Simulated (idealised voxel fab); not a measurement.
process module | voxel wiring stack
cross-section cut | 210 nm wide | cells 5 nm
A cross-section is a grid of square cells, given in bands from the top down. A band is one or more rows of cells.
Each band's line starts with the height of the band's top and of its bottom, in nm. Then come its materials from left to right, each with its width in nm. One material with "throughout" fills the band from edge to edge. "air" is empty space.
Height 0 is the level under which the wafer as received is all one material. The lowest band goes on downwards, as in "0 down".
A width such as "30 to 40" changes by the same amount from each row of cells to the next, from the band's top row to its bottom row.
"no change" after a step means that no cell of the cross-section changed.
closed voids: empty space of 8 cells or more with no open way to the top, each as width x height at its distance from the left edge, in nm
after a step's settings: what the simulator itself notes on the step
overlay nm, on a step with a mask: how far to the right of its planned place the mask lay; to the left if negative
plan
1 op RECEIVE | material Si
2 op CONFORMAL_DEP | material SiO2 | thk nm 10
3 op CONFORMAL_DEP | material SiN | thk nm 5
4 op DIRECTIONAL_DEP | material SiO2 | thk nm 25
5 op DIRECTIONAL_DEP | material aC | thk nm 10
6 op PATTERN | tone open | mask id METAL_1 | material resist | width nm 25 | pitch nm 50 | thk nm 30 | overlay nm 0
7 op DIRECTIONAL_ETCH | etch materials aC | depth nm 10
8 op STRIP | etch materials resist
9 op DIRECTIONAL_ETCH | etch materials SiO2 | depth nm 25
10 op DIRECTIONAL_ETCH | etch materials SiN | depth nm 5
11 op STRIP | etch materials aC
12 op CONFORMAL_DEP | material TiN | thk nm 5
13 op FILL_DEP | material Cu | thk nm 5
14 op CMP | height nm 40
15 op CONFORMAL_DEP | material SiCN | thk nm 5
16 op DIRECTIONAL_DEP | material SiO2 | thk nm 25
17 op MASKED_ETCH | tone open | mask id METAL_2_HOLES | width nm 15 | pitch nm 50 | etch materials SiO2 | depth nm 25 | overlay nm 0
18 op MASKED_ETCH | tone open | mask id METAL_2 | width nm 25 | pitch nm 50 | etch materials SiO2 | depth nm 15 | overlay nm 0
19 op MASKED_ETCH | tone open | mask id METAL_2 | width nm 25 | pitch nm 50 | etch materials SiCN | depth nm 5 | overlay nm 0
20 op CONFORMAL_DEP | material TiN | thk nm 5
21 op FILL_DEP | material Cu | thk nm 10
22 op CMP | height nm 70
23 op CONFORMAL_DEP | material SiCN | thk nm 5
24 op DIRECTIONAL_DEP | material lowk | thk nm 35
25 op PATTERN | tone open | mask id METAL_3 | material resist | width nm 25 | pitch nm 50 | thk nm 15 | overlay nm 0
26 op DIRECTIONAL_ETCH | etch materials lowk | depth nm 20
27 op STRIP | etch materials resist
28 op DIRECTIONAL_DEP | material aC | thk nm 15
29 op PATTERN | tone open | mask id METAL_3_HOLES | material resist | width nm 15 | pitch nm 50 | thk nm 35 | overlay nm 0
30 op DIRECTIONAL_ETCH | etch materials aC | depth nm 15
31 op STRIP | etch materials resist
32 op DIRECTIONAL_ETCH | etch materials lowk | depth nm 15
33 op DIRECTIONAL_ETCH | etch materials SiCN | depth nm 5
34 op STRIP | etch materials aC
35 op CONFORMAL_DEP | material TiN | thk nm 5
36 op FILL_DEP | material Cu | thk nm 5
37 op CMP | height nm 110
38 op CONFORMAL_DEP | material SiN | thk nm 5
as received, after step 1
  0 down: Si throughout
  closed voids: none
a wafer at the end: this start, this plan, one mistake
  115 to 110: SiN throughout
  110 to 95: lowk 15 | TiN 5 | Cu 15 | TiN 5 | lowk 25 | TiN 5 | Cu 15 | TiN 5 | lowk 25 | TiN 5 | Cu 15 | TiN 5 | lowk 25 | TiN 5 | Cu 15 | TiN 5 | lowk 20
  95 to 90: lowk 15 | TiN 5 | Cu 5 | TiN 15 | lowk 25 | TiN 5 | Cu 5 | TiN 15 | lowk 25 | TiN 5 | Cu 5 | TiN 15 | lowk 25 | TiN 5 | Cu 5 | TiN 15 | lowk 20
  90 to 75: lowk 15 | TiN 5 | Cu 5 | TiN 5 | lowk 35 | TiN 5 | Cu 5 | TiN 5 | lowk 35 | TiN 5 | Cu 5 | TiN 5 | lowk 35 | TiN 5 | Cu 5 | TiN 5 | lowk 30
  75 to 70: SiCN 15 | TiN 15 | SiCN 35 | TiN 15 | SiCN 35 | TiN 15 | SiCN 35 | TiN 15 | SiCN 30
  70 to 65: SiO2 15 | TiN 5 | Cu 5 | TiN 15 | SiO2 25 | TiN 5 | Cu 5 | TiN 15 | SiO2 25 | TiN 5 | Cu 5 | TiN 15 | SiO2 25 | TiN 5 | Cu 5 | TiN 15 | SiO2 20
  65 to 55: SiO2 15 | TiN 5 | Cu 5 | TiN 5 | SiO2 35 | TiN 5 | Cu 5 | TiN 5 | SiO2 35 | TiN 5 | Cu 5 | TiN 5 | SiO2 35 | TiN 5 | Cu 5 | TiN 5 | SiO2 30
  55 to 50: SiCN 15 | TiN 15 | SiCN 35 | TiN 15 | SiCN 35 | TiN 15 | SiCN 35 | TiN 15 | SiCN 30
  50 to 40: SiCN throughout
  40 to 15: SiO2 15 | TiN 5 | Cu 15 | TiN 5 | SiO2 25 | TiN 5 | Cu 15 | TiN 5 | SiO2 25 | TiN 5 | Cu 15 | TiN 5 | SiO2 25 | TiN 5 | Cu 15 | TiN 5 | SiO2 20
  15 to 10: SiN 15 | TiN 25 | SiN 25 | TiN 25 | SiN 25 | TiN 25 | SiN 25 | TiN 25 | SiN 20
  10 to 0: SiO2 throughout
  0 down: Si throughout
  closed voids: none
what went wrong: step 15 ran as: op CONFORMAL_DEP | material SiCN | thk nm 15
